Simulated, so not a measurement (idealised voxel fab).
Process module, titled voxel gate over fins
Each square cell in cross-section cut measures 5 nm, and the section as a whole is 260 nm wide.
Cross-section = grid of square cells, listed top down in bands; band = one or more rows.
A band entry consists of two parts. The first gives the height of the band's top and the height of its bottom, in nm. The rest lists the band's materials from left to right, each with its width in nm. A single material labelled with the word "edge to edge" fills the band from edge to edge, and the word "blank" marks empty space.
Zero point of the height axis is 0; under it, received wafer = one material. Lowest band: continues down indefinitely, "0 nm and below".
A width such as "30->40" changes by the same amount from each row of cells to the next, from the band's top row to its bottom row.
The cross-section has no changed cell in any step marked "stayed the same".
The entry "Catalogued sealed voids" lists the empty spaces that cover at least 8 cells and have no open path to the top. Each is written as width x height at distance, where the distance is measured from the left edge and all three values are in nm.
That trailing text on a step's line, after the settings, is the simulator's own remark on the step.
On any step carrying a mask, the "overlay nm" setting, if present on the step's line, tells how far right of its planned place the mask lay; negative values point to the left.
The following list gives the planned process steps:
step 1: RECEIVE: material Si
step 2: CONFORMAL_DEP: material SiN, thk nm 5
step 3: PATTERN: tone cover, mask id FINS, material resist, width nm 15, pitch nm 60, thk nm 20, overlay nm 0
step 4: DIRECTIONAL_ETCH: etch materials SiN, depth nm 5
step 5: DIRECTIONAL_ETCH: etch materials Si, depth nm 40
step 6: STRIP: etch materials resist
step 7: OXIDIZE: depth nm 5
step 8: FILL_DEP: material SiO2, thk nm 10
step 9: CMP: height nm 5
step 10: PATTERN: tone open, mask id RAIL, material resist, width nm 15, thk nm 15, overlay nm 0
step 11: DIRECTIONAL_ETCH: etch materials SiO2, depth nm 40
step 12: STRIP: etch materials resist
step 13: CONFORMAL_DEP: material TiN, thk nm 5
step 14: FILL_DEP: material Ru, thk nm 5
step 15: CMP: height nm 5
step 16: SELECTIVE_ETCH: etch materials W Ru TiN, depth nm 30
step 17: FILL_DEP: material SiO2, thk nm 5
step 18: CMP: height nm 5
step 19: SELECTIVE_ETCH: etch materials SiO2, depth nm 20
step 20: STRIP: etch materials SiN
step 21: CONFORMAL_DEP: material HfO2, thk nm 5
step 22: CONFORMAL_DEP: material TiN, thk nm 5
step 23: CONFORMAL_DEP: material TiAl, thk nm 5
step 24: CONFORMAL_DEP: material TiN, thk nm 5
step 25: FILL_DEP: material W, thk nm 15
step 26: CMP: height nm 30
step 27: CONFORMAL_DEP: material SiCN, thk nm 10
The cross-section here shows the wafer as received, i.e. in its state after step 1:
  0 nm and below = Si edge to edge
  Catalogued sealed voids: none
Cross-sectional view of the first of the two wafers upon completion of the module, processed in accordance with the plan:
  40 nm to 30 nm = SiCN edge to edge
  30 nm to 20 nm = W edge to edge
  20 nm to 15 nm = 45 W / 45 TiN / 15 W / 45 TiN / 15 W / 45 TiN / 50 W
  15 nm to 10 nm = 45 W / 5 TiN / 35 TiAl / 5 TiN / 15 W / 5 TiN / 35 TiAl / 5 TiN / 15 W / 5 TiN / 35 TiAl / 5 TiN / 50 W
  10 nm to 5 nm = 45 W / 5 TiN / 5 TiAl / 25 TiN / 5 TiAl / 5 TiN / 15 W / 5 TiN / 5 TiAl / 25 TiN / 5 TiAl / 5 TiN / 15 W / 5 TiN / 5 TiAl / 25 TiN / 5 TiAl / 5 TiN / 50 W
  5 nm to 0 nm = 50 TiN / 5 TiAl / 5 TiN / 15 HfO2 / 5 TiN / 5 TiAl / 25 TiN / 5 TiAl / 5 TiN / 15 HfO2 / 5 TiN / 5 TiAl / 25 TiN / 5 TiAl / 5 TiN / 15 HfO2 / 5 TiN / 5 TiAl / 55 TiN
  0 nm to -5 nm = 55 TiAl / 5 TiN / 5 HfO2 / 5 Si / 5 HfO2 / 5 TiN / 35 TiAl / 5 TiN / 5 HfO2 / 5 Si / 5 HfO2 / 5 TiN / 35 TiAl / 5 TiN / 5 HfO2 / 5 Si / 5 HfO2 / 5 TiN / 60 TiAl
  -5 nm to -10 nm = 60 TiN / 5 HfO2 / 5 Si / 5 HfO2 / 45 TiN / 5 HfO2 / 5 Si / 5 HfO2 / 45 TiN / 5 HfO2 / 5 Si / 5 HfO2 / 65 TiN
  -10 nm to -15 nm = 65 HfO2 / 5 Si / 55 HfO2 / 5 Si / 55 HfO2 / 5 Si / 70 HfO2
  -15 nm to -25 nm = 65 SiO2 / 5 Si / 55 SiO2 / 5 Si / 55 SiO2 / 5 Si / 70 SiO2
  -25 nm to -30 nm = 65 SiO2 / 5 Si / 20 SiO2 / 5 TiN / 5 Ru / 5 TiN / 20 SiO2 / 5 Si / 55 SiO2 / 5 Si / 70 SiO2
  -30 nm to -35 nm = 65 SiO2 / 5 Si / 20 SiO2 / 15 TiN / 20 SiO2 / 5 Si / 55 SiO2 / 5 Si / 70 SiO2
  -35 nm to -45 nm = 65 SiO2 / 5 Si / 55 SiO2 / 5 Si / 55 SiO2 / 5 Si / 70 SiO2
  -45 nm and below = Si edge to edge
  Catalogued sealed voids: none
Here's the second of our two wafers sectioned at module end. Same start as the first, same plan, but one mistake got made running it:
  40 nm to 30 nm = SiCN edge to edge
  30 nm to 20 nm = W edge to edge
  20 nm to 15 nm = 45 W / 45 TiN / 15 W / 45 TiN / 15 W / 45 TiN / 50 W
  15 nm to 10 nm = 45 W / 5 TiN / 35 TiAl / 5 TiN / 15 W / 5 TiN / 35 TiAl / 5 TiN / 15 W / 5 TiN / 35 TiAl / 5 TiN / 50 W
  10 nm to 5 nm = 45 W / 5 TiN / 5 TiAl / 25 TiN / 5 TiAl / 5 TiN / 15 W / 5 TiN / 5 TiAl / 25 TiN / 5 TiAl / 5 TiN / 15 W / 5 TiN / 5 TiAl / 25 TiN / 5 TiAl / 5 TiN / 50 W
  5 nm to 0 nm = 50 TiN / 5 TiAl / 5 TiN / 15 HfO2 / 5 TiN / 5 TiAl / 25 TiN / 5 TiAl / 5 TiN / 15 HfO2 / 5 TiN / 5 TiAl / 25 TiN / 5 TiAl / 5 TiN / 15 HfO2 / 5 TiN / 5 TiAl / 55 TiN
  0 nm to -5 nm = 55 TiAl / 5 TiN / 5 HfO2 / 5 Si / 5 HfO2 / 5 TiN / 35 TiAl / 5 TiN / 5 HfO2 / 5 Si / 5 HfO2 / 5 TiN / 35 TiAl / 5 TiN / 5 HfO2 / 5 Si / 5 HfO2 / 5 TiN / 60 TiAl
  -5 nm to -10 nm = 60 TiN / 5 HfO2 / 5 Si / 5 HfO2 / 45 TiN / 5 HfO2 / 5 Si / 5 HfO2 / 45 TiN / 5 HfO2 / 5 Si / 5 HfO2 / 65 TiN
  -10 nm to -15 nm = 65 HfO2 / 5 Si / 55 HfO2 / 5 Si / 55 HfO2 / 5 Si / 70 HfO2
  -15 nm to -25 nm = 65 SiO2 / 5 Si / 55 SiO2 / 5 Si / 55 SiO2 / 5 Si / 70 SiO2
  -25 nm to -30 nm = 65 SiO2 / 5 Si / 20 SiO2 / 5 TiN / 5 Ru / 5 TiN / 20 SiO2 / 5 Si / 55 SiO2 / 5 Si / 70 SiO2
  -30 nm to -35 nm = 65 SiO2 / 5 Si / 20 SiO2 / 15 TiN / 20 SiO2 / 5 Si / 55 SiO2 / 5 Si / 70 SiO2
  -35 nm to -50 nm = 65 SiO2 / 5 Si / 55 SiO2 / 5 Si / 55 SiO2 / 5 Si / 70 SiO2
  -50 nm and below = Si edge to edge
  Catalogued sealed voids: none
Here's what went sideways: step 5 was run on a setting that differed from the plan, and what really ran there is DIRECTIONAL_ETCH: etch materials Si, depth nm 45
FYI, end of process, the second wafer has more or fewer cells of some materials than the first: Si: 49 fewer, SiO2: 49 more
